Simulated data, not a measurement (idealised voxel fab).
This is a process module. Its name is voxel capacitor over wiring.
Pictured: cross-section cut, 145 nm wide, on a grid of 5 nm square cells.
Cross-section format: a grid of square cells, given as bands from top to bottom; each band is one or more rows of cells.
Within each band entry, the heights of the top and of the bottom of the band appear first, in that order and in nm; the materials of the band then follow from left to right, each with its corresponding width in nm. The designation "throughout" on a single material indicates that it fills the band from edge to edge; the designation "blank" indicates empty space.
Heads up on the height convention: 0 is the point under which the incoming wafer is all one material, and the lowest band has no bottom, it just keeps going down, like "z 0 and below".
A two-number width, for instance "30 to 40", indicates that the width is equal to the first number in the top row of the band and to the second number in the bottom row, and that it changes by a constant amount per row of cells.
What does "everything unchanged" mean for a step? It means no cell of the cross-section changed in that step.
Each empty space that has no open way to the top and spans at least 8 cells appears under "Fully closed voids" as width x height at distance, the distance counted from the left edge, all in nm.
Step line, after settings: the simulator's comment on this step.
The setting "overlay nm" may be written on the line of a step. When the step uses a mask, the value reports how far to the right of the planned place the mask lay, and a negative value reports that it lay to the left.
Heads up before you read on: it's before/after pairs around one process step each, after side only down to the lowest band that changed, step plus settings under the pair. Pairs can be from different runs of this module, same starting wafer, so only chain a pair onto the one above if its "Status quo ante" entry says so.
-- Status quo ante
    z 0 and below  Si throughout
    Fully closed voids: none
-- Step Outcome
    z 15 to 0  SiO2 throughout
    Below a height of 0, the structure has not been altered.
    Fully closed voids: none
Step, before to after (see cross-sections above): CONFORMAL_DEP (material SiO2; thk nm 15)
Status quo ante: no separate figure, the pair right above already shows it after its step.
-- Step Outcome
    z 20 to 15  TiN throughout
    Below a height of 15, the structure has not been altered.
    Fully closed voids: none
Step, before to after (see cross-sections above): DIRECTIONAL_DEP (material TiN; thk nm 5)
Status quo ante: no separate figure, the pair right above already shows it after its step.
-- Step Outcome
    z 35 to 20  W throughout
    Below a height of 20, the structure has not been altered.
    Fully closed voids: none
Step, before to after (see cross-sections above): DIRECTIONAL_DEP (material W; thk nm 15)
Status quo ante: no separate figure, the pair right above already shows it after its step.
-- Step Outcome
    z 45 to 35  aC throughout
    Below a height of 35, the structure has not been altered.
    Fully closed voids: none
Step, before to after (see cross-sections above): DIRECTIONAL_DEP (material aC; thk nm 10)
Status quo ante: no separate figure, the pair right above already shows it after its step.
-- Step Outcome
    z 75 to 45  15 blank, 30 resist, 55 blank, 30 resist, 15 blank
    Below a height of 45, the structure has not been altered.
    Fully closed voids: none
Step, before to after (see cross-sections above): PATTERN (tone cover; mask id METAL_1; material resist; width nm 30; pitch nm 85; thk nm 30; overlay nm 0)
Status quo ante: no separate figure, the pair right above already shows it after its step.
-- Step Outcome
    z 65 to 45  15 blank, 30 resist, 55 blank, 30 resist, 15 blank
    z 45 to 35  15 blank, 30 aC, 55 blank, 30 aC, 15 blank
    Below a height of 35, the structure has not been altered.
    Fully closed voids: none
Step, before to after (see cross-sections above): DIRECTIONAL_ETCH (etch materials aC; depth nm 10)
Status quo ante: no separate figure, the pair right above already shows it after its step.
-- Step Outcome
    z 45 to 35  15 blank, 30 aC, 55 blank, 30 aC, 15 blank
    Below a height of 35, the structure has not been altered.
    Fully closed voids: none
Step, before to after (see cross-sections above): STRIP (etch materials resist)
Status quo ante: no separate figure, the pair right above already shows it after its step.
-- Step Outcome
    z 45 to 35  15 blank, 30 aC, 55 blank, 30 aC, 15 blank
    z 35 to 20  15 blank, 30 W, 55 blank, 30 W, 15 blank
    Below a height of 20, the structure has not been altered.
    Fully closed voids: none
Step, before to after (see cross-sections above): DIRECTIONAL_ETCH (etch materials W; depth nm 15)
Status quo ante: no separate figure, the pair right above already shows it after its step.
-- Step Outcome
    z 45 to 35  15 blank, 30 aC, 55 blank, 30 aC, 15 blank
    z 35 to 20  15 blank, 30 W, 55 blank, 30 W, 15 blank
    z 20 to 15  15 blank, 30 TiN, 55 blank, 30 TiN, 15 blank
    Below a height of 15, the structure has not been altered.
    Fully closed voids: none
Step, before to after (see cross-sections above): DIRECTIONAL_ETCH (etch materials TiN; depth nm 5)
Status quo ante: no separate figure, the pair right above already shows it after its step.
-- Step Outcome
    z 35 to 20  15 blank, 30 W, 55 blank, 30 W, 15 blank
    Below a height of 20, the structure has not been altered.
    Fully closed voids: none
Step, before to after (see cross-sections above): STRIP (etch materials aC)
Status quo ante: no separate figure, the pair right above already shows it after its step.
-- Step Outcome
    z 40 to 35  lowk throughout
    z 35 to 20  15 lowk, 30 W, 55 lowk, 30 W, 15 lowk
    z 20 to 15  15 lowk, 30 TiN, 55 lowk, 30 TiN, 15 lowk
    Below a height of 15, the structure has not been altered.
    Fully closed voids: none
Step, before to after (see cross-sections above): FILL_DEP (material lowk; thk nm 5)
Status quo ante: no separate figure, the pair right above already shows it after its step.
-- Step Outcome
    z 35 to 20  15 lowk, 30 W, 55 lowk, 30 W, 15 lowk
    Below a height of 20, the structure has not been altered.
    Fully closed voids: none
Step, before to after (see cross-sections above): CMP (height nm 35)
Status quo ante: no separate figure, the pair right above already shows it after its step.
-- Step Outcome
    z 40 to 35  SiCN throughout
    Below a height of 35, the structure has not been altered.
    Fully closed voids: none
Step, before to after (see cross-sections above): CONFORMAL_DEP (material SiCN; thk nm 5)
Status quo ante: no separate figure, the pair right above already shows it after its step.
-- Step Outcome
    z 60 to 40  lowk throughout
    Below a height of 40, the structure has not been altered.
    Fully closed voids: none
Step, before to after (see cross-sections above): DIRECTIONAL_DEP (material lowk; thk nm 20)
Status quo ante: no separate figure, the pair right above already shows it after its step.
-- Step Outcome
    z 75 to 60  30 resist, 15 blank, 100 resist
    Below a height of 60, the structure has not been altered.
    Fully closed voids: none
Step, before to after (see cross-sections above): PATTERN (tone open; mask id PLUG_1; material resist; width nm 15; thk nm 15; overlay nm 0)
Status quo ante: no separate figure, the pair right above already shows it after its step.
-- Step Outcome
    z 75 to 60  30 resist, 15 blank, 100 resist
    z 60 to 40  30 lowk, 15 blank, 100 lowk
    Below a height of 40, the structure has not been altered.
    Fully closed voids: none
Step, before to after (see cross-sections above): DIRECTIONAL_ETCH (etch materials lowk; depth nm 20)
Status quo ante: no separate figure, the pair right above already shows it after its step.
-- Step Outcome
    z 75 to 60  30 resist, 15 blank, 100 resist
    z 60 to 40  30 lowk, 15 blank, 100 lowk
    z 40 to 35  30 SiCN, 15 blank, 100 SiCN
    Below a height of 35, the structure has not been altered.
    Fully closed voids: none
Step, before to after (see cross-sections above): DIRECTIONAL_ETCH (etch materials SiCN; depth nm 5)
Status quo ante: no separate figure, the pair right above already shows it after its step.
-- Step Outcome
    z 60 to 40  30 lowk, 15 blank, 100 lowk
    Below a height of 40, the structure has not been altered.
    Fully closed voids: none
Step, before to after (see cross-sections above): STRIP (etch materials resist)
Status quo ante: no separate figure, the pair right above already shows it after its step.
-- Step Outcome
    z 60 to 45  30 lowk, 15 blank, 100 lowk
    z 45 to 40  30 lowk, 15 Ru, 100 lowk
    z 40 to 35  30 SiCN, 15 Ru, 100 SiCN
    Below a height of 35, the structure has not been altered.
    Fully closed voids: none
Step, before to after (see cross-sections above): EPI (material Ru; thk nm 10)
Status quo ante: no separate figure, the pair right above already shows it after its step.
-- Step Outcome
    z 60 to 55  30 lowk, 15 blank, 100 lowk
    z 55 to 40  30 lowk, 15 Ru, 100 lowk
    Below a height of 40, the structure has not been altered.
    Fully closed voids: none
Step, before to after (see cross-sections above): EPI (material Ru; thk nm 10)
Status quo ante: no separate figure, the pair right above already shows it after its step.
-- Step Outcome
    z 60 to 40  30 lowk, 15 Ru, 100 lowk
    Below a height of 40, the structure has not been altered.
    Fully closed voids: none
Step, before to after (see cross-sections above): EPI (material Ru; thk nm 5)
Status quo ante: no separate figure, the pair right above already shows it after its step.
-- Step Outcome
    z 65 to 60  TiN throughout
    Below a height of 60, the structure has not been altered.
    Fully closed voids: none
Step, before to after (see cross-sections above): DIRECTIONAL_DEP (material TiN; thk nm 5)
Status quo ante: no separate figure, the pair right above already shows it after its step.
-- Step Outcome
    z 70 to 65  HfO2 throughout
    Below a height of 65, the structure has not been altered.
    Fully closed voids: none
Step, before to after (see cross-sections above): DIRECTIONAL_DEP (material HfO2; thk nm 5)
Status quo ante: no separate figure, the pair right above already shows it after its step.
-- Step Outcome
    z 80 to 70  TiN throughout
    Below a height of 70, the structure has not been altered.
    Fully closed voids: none
Step, before to after (see cross-sections above): DIRECTIONAL_DEP (material TiN; thk nm 10)
Status quo ante: no separate figure, the pair right above already shows it after its step.
-- Step Outcome
    z 80 to 70  30 blank, 60 TiN, 55 blank
    Below a height of 70, the structure has not been altered.
    Fully closed voids: none
Step, before to after (see cross-sections above): MASKED_ETCH (tone cover; mask id UPPER_PLATE; width nm 60; etch materials TiN; depth nm 10; overlay nm 0)
Status quo ante: no separate figure, the pair right above already shows it after its step.
-- Step Outcome
    z 80 to 70  30 blank, 60 TiN, 55 blank
    z 70 to 65  30 blank, 60 HfO2, 55 blank
    Below a height of 65, the structure has not been altered.
    Fully closed voids: none
Step, before to after (see cross-sections above): MASKED_ETCH (tone cover; mask id UPPER_PLATE; width nm 60; etch materials HfO2; depth nm 5; overlay nm 0)
Status quo ante: no separate figure, the pair right above already shows it after its step.
-- Step Outcome
    z 95 to 80  30 blank, 60 aC, 55 blank
    z 80 to 70  30 aC, 60 TiN, 55 aC
    z 70 to 65  30 aC, 60 HfO2, 55 aC
    Below a height of 65, the structure has not been altered.
    Fully closed voids: none
Step, before to after (see cross-sections above): DIRECTIONAL_DEP (material aC; thk nm 15)
Status quo ante: no separate figure, the pair right above already shows it after its step.
-- Step Outcome
    z 125 to 95  25 blank, 70 resist, 50 blank
    z 95 to 80  25 blank, 5 resist, 60 aC, 5 resist, 50 blank
    Below a height of 80, the structure has not been altered.
    Fully closed voids: none
Step, before to after (see cross-sections above): PATTERN (tone cover; mask id LOWER_PLATE; material resist; width nm 70; thk nm 30; overlay nm 0)
Status quo ante: no separate figure, the pair right above already shows it after its step.
-- Step Outcome
    z 110 to 95  25 blank, 70 resist, 50 blank
    z 95 to 80  25 blank, 5 resist, 60 aC, 5 resist, 50 blank
    z 80 to 70  25 blank, 5 aC, 60 TiN, 5 aC, 50 blank
    z 70 to 65  25 blank, 5 aC, 60 HfO2, 5 aC, 50 blank
    Below a height of 65, the structure has not been altered.
    Fully closed voids: none
Step, before to after (see cross-sections above): DIRECTIONAL_ETCH (etch materials aC; depth nm 15)
Status quo ante: no separate figure, the pair right above already shows it after its step.
-- Step Outcome
    z 95 to 80  30 blank, 60 aC, 55 blank
    Below a height of 80, the structure has not been altered.
    Fully closed voids: none
Step, before to after (see cross-sections above): STRIP (etch materials resist)
Status quo ante: no separate figure, the pair right above already shows it after its step.
-- Step Outcome
    z 95 to 80  30 blank, 60 aC, 55 blank
    z 80 to 70  25 blank, 5 aC, 60 TiN, 5 aC, 50 blank
    z 70 to 65  25 blank, 5 aC, 60 HfO2, 5 aC, 50 blank
    z 65 to 60  25 blank, 70 TiN, 50 blank
    Below a height of 60, the structure has not been altered.
    Fully closed voids: none
Step, before to after (see cross-sections above): DIRECTIONAL_ETCH (etch materials TiN; depth nm 5)
Status quo ante: no separate figure, the pair right above already shows it after its step.
-- Step Outcome
    z 80 to 70  30 blank, 60 TiN, 55 blank
    z 70 to 65  30 blank, 60 HfO2, 55 blank
    Below a height of 65, the structure has not been altered.
    Fully closed voids: none
Step, before to after (see cross-sections above): STRIP (etch materials aC)
Status quo ante: no separate figure, the pair right above already shows it after its step.
-- Step Outcome
    z 100 to 80  SiO2 throughout
    z 80 to 70  30 SiO2, 60 TiN, 55 SiO2
    z 70 to 65  30 SiO2, 60 HfO2, 55 SiO2
    z 65 to 60  25 SiO2, 70 TiN, 50 SiO2
    Below a height of 60, the structure has not been altered.
    Fully closed voids: none
Step, before to after (see cross-sections above): FILL_DEP (material SiO2; thk nm 20)
Status quo ante: no separate figure, the pair right above already shows it after its step.
-- Step Outcome
    z 95 to 80  SiO2 throughout
    Below a height of 80, the structure has not been altered.
    Fully closed voids: none
Step, before to after (see cross-sections above): CMP (height nm 95)
Status quo ante: no separate figure, the pair right above already shows it after its step.
-- Step Outcome
    z 110 to 95  aC throughout
    Below a height of 95, the structure has not been altered.
    Fully closed voids: none
Step, before to after (see cross-sections above): DIRECTIONAL_DEP (material aC; thk nm 15)
Status quo ante: no separate figure, the pair right above already shows it after its step.
-- Step Outcome
    z 140 to 110  40 resist, 15 blank, 90 resist
    Below a height of 110, the structure has not been altered.
    Fully closed voids: none
Step, before to after (see cross-sections above): PATTERN (tone open; mask id PLUG_2; material resist; width nm 15; thk nm 30; overlay nm 0)
Status quo ante: no separate figure, the pair right above already shows it after its step.
-- Step Outcome
    z 125 to 110  40 resist, 15 blank, 90 resist
    z 110 to 95  40 aC, 15 blank, 90 aC
    Below a height of 95, the structure has not been altered.
    Fully closed voids: none
Step, before to after (see cross-sections above): DIRECTIONAL_ETCH (etch materials aC; depth nm 15)
Status quo ante: no separate figure, the pair right above already shows it after its step.
-- Step Outcome
    z 110 to 95  40 aC, 15 blank, 90 aC
    Below a height of 95, the structure has not been altered.
    Fully closed voids: none
Step, before to after (see cross-sections above): STRIP (etch materials resist)
Status quo ante: no separate figure, the pair right above already shows it after its step.
-- Step Outcome
    z 110 to 95  40 aC, 15 blank, 90 aC
    z 95 to 80  40 SiO2, 15 blank, 90 SiO2
    Below a height of 80, the structure has not been altered.
    Fully closed voids: none
Step, before to after (see cross-sections above): DIRECTIONAL_ETCH (etch materials SiO2; depth nm 15)
Status quo ante: no separate figure, the pair right above already shows it after its step.
-- Step Outcome
    z 95 to 80  40 SiO2, 15 blank, 90 SiO2
    Below a height of 80, the structure has not been altered.
    Fully closed voids: none
Step, before to after (see cross-sections above): STRIP (etch materials aC)
Status quo ante: no separate figure, the pair right above already shows it after its step.
-- Step Outcome
    z 100 to 95  45 TiN, 5 blank, 95 TiN
    z 95 to 85  40 SiO2, 5 TiN, 5 blank, 5 TiN, 90 SiO2
    z 85 to 80  40 SiO2, 15 TiN, 90 SiO2
    Below a height of 80, the structure has not been altered.
    Fully closed voids: none
Step, before to after (see cross-sections above): CONFORMAL_DEP (material TiN; thk nm 5)
Status quo ante: no separate figure, the pair right above already shows it after its step.
-- Step Outcome
    z 105 to 100  Ru throughout
    z 100 to 95  45 TiN, 5 Ru, 95 TiN
    z 95 to 85  40 SiO2, 5 TiN, 5 Ru, 5 TiN, 90 SiO2
    Below a height of 85, the structure has not been altered.
    Fully closed voids: none
Step, before to after (see cross-sections above): FILL_DEP (material Ru; thk nm 5)
Status quo ante: no separate figure, the pair right above already shows it after its step.
-- Step Outcome
    z 95 to 85  40 SiO2, 5 TiN, 5 Ru, 5 TiN, 90 SiO2
    Below a height of 85, the structure has not been altered.
    Fully closed voids: none
Step, before to after (see cross-sections above): CMP (height nm 95)
Status quo ante: no separate figure, the pair right above already shows it after its step.
-- Step Outcome
    z 100 to 95  SiCN throughout
    Below a height of 95, the structure has not been altered.
    Fully closed voids: none
Step, before to after (see cross-sections above): CONFORMAL_DEP (material SiCN; thk nm 5)
-- Status quo ante
    z 60 to 40  30 lowk, 15 Ru, 100 lowk
    z 40 to 35  30 SiCN, 15 Ru, 100 SiCN
    z 35 to 20  15 lowk, 30 W, 55 lowk, 30 W, 15 lowk
    z 20 to 15  15 lowk, 30 TiN, 55 lowk, 30 TiN, 15 lowk
    z 15 to 0  SiO2 throughout
    z 0 and below  Si throughout
    Fully closed voids: none
-- Step Outcome
    z 65 to 60  HfO2 throughout
    Below a height of 60, the structure has not been altered.
    Fully closed voids: none
Step, before to after (see cross-sections above): DIRECTIONAL_DEP (material HfO2; thk nm 5)
Status quo ante: no separate figure, the pair right above already shows it after its step.
-- Step Outcome
    z 75 to 65  TiN throughout
    Below a height of 65, the structure has not been altered.
    Fully closed voids: none
Step, before to after (see cross-sections above): DIRECTIONAL_DEP (material TiN; thk nm 10)
Status quo ante: no separate figure, the pair right above already shows it after its step.
-- Step Outcome
    z 75 to 65  30 blank, 60 TiN, 55 blank
    Below a height of 65, the structure has not been altered.
    Fully closed voids: none
Step, before to after (see cross-sections above): MASKED_ETCH (tone cover; mask id UPPER_PLATE; width nm 60; etch materials TiN; depth nm 10; overlay nm 0)
Status quo ante: no separate figure, the pair right above already shows it after its step.
-- Step Outcome
    z 75 to 65  30 blank, 60 TiN, 55 blank
    z 65 to 60  30 blank, 60 HfO2, 55 blank
    Below a height of 60, the structure has not been altered.
    Fully closed voids: none
Step, before to after (see cross-sections above): MASKED_ETCH (tone cover; mask id UPPER_PLATE; width nm 60; etch materials HfO2; depth nm 5; overlay nm 0)
Status quo ante: no separate figure, the pair right above already shows it after its step.
-- Step Outcome
    z 90 to 75  30 blank, 60 aC, 55 blank
    z 75 to 65  30 aC, 60 TiN, 55 aC
    z 65 to 60  30 aC, 60 HfO2, 55 aC
    Below a height of 60, the structure has not been altered.
    Fully closed voids: none
Step, before to after (see cross-sections above): DIRECTIONAL_DEP (material aC; thk nm 15)
Status quo ante: no separate figure, the pair right above already shows it after its step.
-- Step Outcome
    z 120 to 90  25 blank, 70 resist, 50 blank
    z 90 to 75  25 blank, 5 resist, 60 aC, 5 resist, 50 blank
    Below a height of 75, the structure has not been altered.
    Fully closed voids: none
Step, before to after (see cross-sections above): PATTERN (tone cover; mask id LOWER_PLATE; material resist; width nm 70; thk nm 30; overlay nm 0)
Status quo ante: no separate figure, the pair right above already shows it after its step.
-- Step Outcome
    z 105 to 90  25 blank, 70 resist, 50 blank
    z 90 to 75  25 blank, 5 resist, 60 aC, 5 resist, 50 blank
    z 75 to 65  25 blank, 5 aC, 60 TiN, 5 aC, 50 blank
    z 65 to 60  25 blank, 5 aC, 60 HfO2, 5 aC, 50 blank
    Below a height of 60, the structure has not been altered.
    Fully closed voids: none
Step, before to after (see cross-sections above): DIRECTIONAL_ETCH (etch materials aC; depth nm 15)
Status quo ante: no separate figure, the pair right above already shows it after its step.
-- Step Outcome
    z 90 to 75  30 blank, 60 aC, 55 blank
    Below a height of 75, the structure has not been altered.
    Fully closed voids: none
Step, before to after (see cross-sections above): STRIP (etch materials resist)
Status quo ante: no separate figure, the pair right above already shows it after its step.
-- Step Outcome
    z 75 to 65  30 blank, 60 TiN, 55 blank
    z 65 to 60  30 blank, 60 HfO2, 55 blank
    Below a height of 60, the structure has not been altered.
    Fully closed voids: none
Step, before to after (see cross-sections above): STRIP (etch materials aC)
Status quo ante: no separate figure, the pair right above already shows it after its step.
-- Step Outcome
    z 95 to 75  SiO2 throughout
    z 75 to 65  30 SiO2, 60 TiN, 55 SiO2
    z 65 to 60  30 SiO2, 60 HfO2, 55 SiO2
    Below a height of 60, the structure has not been altered.
    Fully closed voids: none
Step, before to after (see cross-sections above): FILL_DEP (material SiO2; thk nm 20)
Status quo ante: no separate figure, the pair right above already shows it after its step.
-- Step Outcome
    z 110 to 95  aC throughout
    Below a height of 95, the structure has not been altered.
    Fully closed voids: none
Step, before to after (see cross-sections above): DIRECTIONAL_DEP (material aC; thk nm 15)
Status quo ante: no separate figure, the pair right above already shows it after its step.
-- Step Outcome
    z 140 to 110  40 resist, 15 blank, 90 resist
    Below a height of 110, the structure has not been altered.
    Fully closed voids: none
Step, before to after (see cross-sections above): PATTERN (tone open; mask id PLUG_2; material resist; width nm 15; thk nm 30; overlay nm 0)
Status quo ante: no separate figure, the pair right above already shows it after its step.
-- Step Outcome
    z 125 to 110  40 resist, 15 blank, 90 resist
    z 110 to 95  40 aC, 15 blank, 90 aC
    Below a height of 95, the structure has not been altered.
    Fully closed voids: none
Step, before to after (see cross-sections above): DIRECTIONAL_ETCH (etch materials aC; depth nm 15)
Status quo ante: no separate figure, the pair right above already shows it after its step.
-- Step Outcome
    z 110 to 95  40 aC, 15 blank, 90 aC
    Below a height of 95, the structure has not been altered.
    Fully closed voids: none
Step, before to after (see cross-sections above): STRIP (etch materials resist)
Status quo ante: no separate figure, the pair right above already shows it after its step.
-- Step Outcome
    z 110 to 95  40 aC, 15 blank, 90 aC
    z 95 to 80  40 SiO2, 15 blank, 90 SiO2
    Below a height of 80, the structure has not been altered.
    Fully closed voids: none
Step, before to after (see cross-sections above): DIRECTIONAL_ETCH (etch materials SiO2; depth nm 15)
Status quo ante: no separate figure, the pair right above already shows it after its step.
-- Step Outcome
    z 95 to 80  40 SiO2, 15 blank, 90 SiO2
    Below a height of 80, the structure has not been altered.
    Fully closed voids: none
Step, before to after (see cross-sections above): STRIP (etch materials aC)
Status quo ante: no separate figure, the pair right above already shows it after its step.
-- Step Outcome
    z 100 to 95  45 TiN, 5 blank, 95 TiN
    z 95 to 85  40 SiO2, 5 TiN, 5 blank, 5 TiN, 90 SiO2
    z 85 to 80  40 SiO2, 15 TiN, 90 SiO2
    Below a height of 80, the structure has not been altered.
    Fully closed voids: none
Step, before to after (see cross-sections above): CONFORMAL_DEP (material TiN; thk nm 5)
Status quo ante: no separate figure, the pair right above already shows it after its step.
-- Step Outcome
    z 105 to 100  Ru throughout
    z 100 to 95  45 TiN, 5 Ru, 95 TiN
    z 95 to 85  40 SiO2, 5 TiN, 5 Ru, 5 TiN, 90 SiO2
    Below a height of 85, the structure has not been altered.
    Fully closed voids: none
Step, before to after (see cross-sections above): FILL_DEP (material Ru; thk nm 5)
Status quo ante: no separate figure, the pair right above already shows it after its step.
-- Step Outcome
    z 95 to 85  40 SiO2, 5 TiN, 5 Ru, 5 TiN, 90 SiO2
    Below a height of 85, the structure has not been altered.
    Fully closed voids: none
Step, before to after (see cross-sections above): CMP (height nm 95)
Status quo ante: no separate figure, the pair right above already shows it after its step.
-- Step Outcome
    z 100 to 95  SiCN throughout
    Below a height of 95, the structure has not been altered.
    Fully closed voids: none
Step, before to after (see cross-sections above): CONFORMAL_DEP (material SiCN; thk nm 5)
-- Status quo ante
    z 60 to 55  30 lowk, 15 blank, 100 lowk
    z 55 to 40  30 lowk, 15 Ru, 100 lowk
    z 40 to 35  30 SiCN, 15 Ru, 100 SiCN
    z 35 to 20  15 lowk, 30 W, 55 lowk, 30 W, 15 lowk
    z 20 to 15  15 lowk, 30 TiN, 55 lowk, 30 TiN, 15 lowk
    z 15 to 0  SiO2 throughout
    z 0 and below  Si throughout
    Fully closed voids: none
-- Step Outcome
    z 65 to 60  25 blank, 25 Ru, 95 blank
    z 60 to 40  30 lowk, 15 Ru, 100 lowk
    Below a height of 40, the structure has not been altered.
    Fully closed voids: none
Step, before to after (see cross-sections above): EPI (material Ru; thk nm 10)
Status quo ante: no separate figure, the pair right above already shows it after its step.
-- Step Outcome
    z 70 to 60  20 blank, 35 Ru, 90 blank
    Below a height of 60, the structure has not been altered.
    Fully closed voids: none
Step, before to after (see cross-sections above): EPI (material Ru; thk nm 5)
Status quo ante: no separate figure, the pair right above already shows it after its step.
-- Step Outcome
    z 75 to 70  20 blank, 35 TiN, 90 blank
    z 70 to 65  20 blank, 35 Ru, 90 blank
    z 65 to 60  20 TiN, 35 Ru, 90 TiN
    Below a height of 60, the structure has not been altered.
    Fully closed voids: none
Step, before to after (see cross-sections above): DIRECTIONAL_DEP (material TiN; thk nm 5)
Status quo ante: no separate figure, the pair right above already shows it after its step.
-- Step Outcome
    z 80 to 75  20 blank, 35 HfO2, 90 blank
    z 75 to 70  20 blank, 35 TiN, 90 blank
    z 70 to 65  20 HfO2, 35 Ru, 90 HfO2
    Below a height of 65, the structure has not been altered.
    Fully closed voids: none
Step, before to after (see cross-sections above): DIRECTIONAL_DEP (material HfO2; thk nm 5)
Status quo ante: no separate figure, the pair right above already shows it after its step.
-- Step Outcome
    z 90 to 80  20 blank, 35 TiN, 90 blank
    z 80 to 75  20 TiN, 35 HfO2, 90 TiN
    z 75 to 70  TiN throughout
    Below a height of 70, the structure has not been altered.
    Fully closed voids: none
Step, before to after (see cross-sections above): DIRECTIONAL_DEP (material TiN; thk nm 10)
Status quo ante: no separate figure, the pair right above already shows it after its step.
-- Step Outcome
    z 90 to 80  30 blank, 25 TiN, 90 blank
    z 80 to 75  20 blank, 35 HfO2, 35 TiN, 55 blank
    z 75 to 70  20 blank, 70 TiN, 55 blank
    Below a height of 70, the structure has not been altered.
    Fully closed voids: none
Step, before to after (see cross-sections above): MASKED_ETCH (tone cover; mask id UPPER_PLATE; width nm 60; etch materials TiN; depth nm 10; overlay nm 0)
Status quo ante: no separate figure, the pair right above already shows it after its step.
-- Step Outcome
    z 90 to 80  30 blank, 25 TiN, 90 blank
    z 80 to 75  30 blank, 25 HfO2, 35 TiN, 55 blank
    z 75 to 70  20 blank, 70 TiN, 55 blank
    z 70 to 65  20 blank, 35 Ru, 35 HfO2, 55 blank
    Below a height of 65, the structure has not been altered.
    Fully closed voids: none
Step, before to after (see cross-sections above): MASKED_ETCH (tone cover; mask id UPPER_PLATE; width nm 60; etch materials HfO2; depth nm 5; overlay nm 0)
Status quo ante: no separate figure, the pair right above already shows it after its step.
-- Step Outcome
    z 105 to 95  30 blank, 25 aC, 90 blank
    z 95 to 90  30 blank, 60 aC, 55 blank
    z 90 to 80  20 blank, 10 aC, 25 TiN, 35 aC, 55 blank
    z 80 to 75  30 aC, 25 HfO2, 35 TiN, 55 aC
    z 75 to 70  20 aC, 70 TiN, 55 aC
    z 70 to 65  20 aC, 35 Ru, 35 HfO2, 55 aC
    Below a height of 65, the structure has not been altered.
    Fully closed voids: none
Step, before to after (see cross-sections above): DIRECTIONAL_DEP (material aC; thk nm 15)
Status quo ante: no separate figure, the pair right above already shows it after its step.
-- Step Outcome
    z 135 to 105  25 blank, 70 resist, 50 blank
    z 105 to 95  25 blank, 5 resist, 25 aC, 40 resist, 50 blank
    z 95 to 90  25 blank, 5 resist, 60 aC, 5 resist, 50 blank
    z 90 to 80  20 blank, 10 aC, 25 TiN, 35 aC, 5 resist, 50 blank
    Below a height of 80, the structure has not been altered.
    Fully closed voids: none
Step, before to after (see cross-sections above): PATTERN (tone cover; mask id LOWER_PLATE; material resist; width nm 70; thk nm 30; overlay nm 0)
Status quo ante: no separate figure, the pair right above already shows it after its step.
-- Step Outcome
    z 120 to 105  25 blank, 70 resist, 50 blank
    z 105 to 95  25 blank, 5 resist, 25 aC, 40 resist, 50 blank
    z 95 to 90  25 blank, 5 resist, 60 aC, 5 resist, 50 blank
    z 90 to 80  25 blank, 5 aC, 25 TiN, 35 aC, 5 resist, 50 blank
    z 80 to 75  25 blank, 5 aC, 25 HfO2, 35 TiN, 5 aC, 50 blank
    z 75 to 70  20 blank, 70 TiN, 5 aC, 50 blank
    z 70 to 65  20 blank, 35 Ru, 35 HfO2, 5 aC, 50 blank
    Below a height of 65, the structure has not been altered.
    Fully closed voids: none
Step, before to after (see cross-sections above): DIRECTIONAL_ETCH (etch materials aC; depth nm 15)
Status quo ante: no separate figure, the pair right above already shows it after its step.
-- Step Outcome
    z 105 to 95  30 blank, 25 aC, 90 blank
    z 95 to 90  30 blank, 60 aC, 55 blank
    z 90 to 80  25 blank, 5 aC, 25 TiN, 35 aC, 55 blank
    Below a height of 80, the structure has not been altered.
    Fully closed voids: none
Step, before to after (see cross-sections above): STRIP (etch materials resist)
Status quo ante: no separate figure, the pair right above already shows it after its step.
-- Step Outcome
    z 105 to 95  30 blank, 25 aC, 90 blank
    z 95 to 90  30 blank, 60 aC, 55 blank
    z 90 to 80  25 blank, 5 aC, 25 TiN, 35 aC, 55 blank
    z 80 to 75  25 blank, 5 aC, 25 HfO2, 35 TiN, 5 aC, 50 blank
    z 75 to 70  25 blank, 65 TiN, 5 aC, 50 blank
    z 70 to 65  20 blank, 35 Ru, 35 HfO2, 5 aC, 50 blank
    z 65 to 60  20 blank, 35 Ru, 40 TiN, 50 blank
    Below a height of 60, the structure has not been altered.
    Fully closed voids: none
Step, before to after (see cross-sections above): DIRECTIONAL_ETCH (etch materials TiN; depth nm 5)
Status quo ante: no separate figure, the pair right above already shows it after its step.
-- Step Outcome
    z 90 to 80  30 blank, 25 TiN, 90 blank
    z 80 to 75  30 blank, 25 HfO2, 35 TiN, 55 blank
    z 75 to 70  25 blank, 65 TiN, 55 blank
    z 70 to 65  20 blank, 35 Ru, 35 HfO2, 55 blank
    Below a height of 65, the structure has not been altered.
    Fully closed voids: none
Step, before to after (see cross-sections above): STRIP (etch materials aC)
Status quo ante: no separate figure, the pair right above already shows it after its step.
-- Step Outcome
    z 110 to 90  SiO2 throughout
    z 90 to 80  30 SiO2, 25 TiN, 90 SiO2
    z 80 to 75  30 SiO2, 25 HfO2, 35 TiN, 55 SiO2
    z 75 to 70  25 SiO2, 65 TiN, 55 SiO2
    z 70 to 65  20 SiO2, 35 Ru, 35 HfO2, 55 SiO2
    z 65 to 60  20 SiO2, 35 Ru, 40 TiN, 50 SiO2
    Below a height of 60, the structure has not been altered.
    Fully closed voids: none
Step, before to after (see cross-sections above): FILL_DEP (material SiO2; thk nm 20)
Status quo ante: no separate figure, the pair right above already shows it after its step.
-- Step Outcome
    z 95 to 90  SiO2 throughout
    Below a height of 90, the structure has not been altered.
    Fully closed voids: none
Step, before to after (see cross-sections above): CMP (height nm 95)
Status quo ante: no separate figure, the pair right above already shows it after its step.
-- Step Outcome
    z 110 to 95  aC throughout
    Below a height of 95, the structure has not been altered.
    Fully closed voids: none
Step, before to after (see cross-sections above): DIRECTIONAL_DEP (material aC; thk nm 15)
Status quo ante: no separate figure, the pair right above already shows it after its step.
-- Step Outcome
    z 140 to 110  40 resist, 15 blank, 90 resist
    Below a height of 110, the structure has not been altered.
    Fully closed voids: none
Step, before to after (see cross-sections above): PATTERN (tone open; mask id PLUG_2; material resist; width nm 15; thk nm 30; overlay nm 0)
Status quo ante: no separate figure, the pair right above already shows it after its step.
-- Step Outcome
    z 125 to 110  40 resist, 15 blank, 90 resist
    z 110 to 95  40 aC, 15 blank, 90 aC
    Below a height of 95, the structure has not been altered.
    Fully closed voids: none
Step, before to after (see cross-sections above): DIRECTIONAL_ETCH (etch materials aC; depth nm 15)
Status quo ante: no separate figure, the pair right above already shows it after its step.
-- Step Outcome
    z 110 to 95  40 aC, 15 blank, 90 aC
    Below a height of 95, the structure has not been altered.
    Fully closed voids: none
Step, before to after (see cross-sections above): STRIP (etch materials resist)
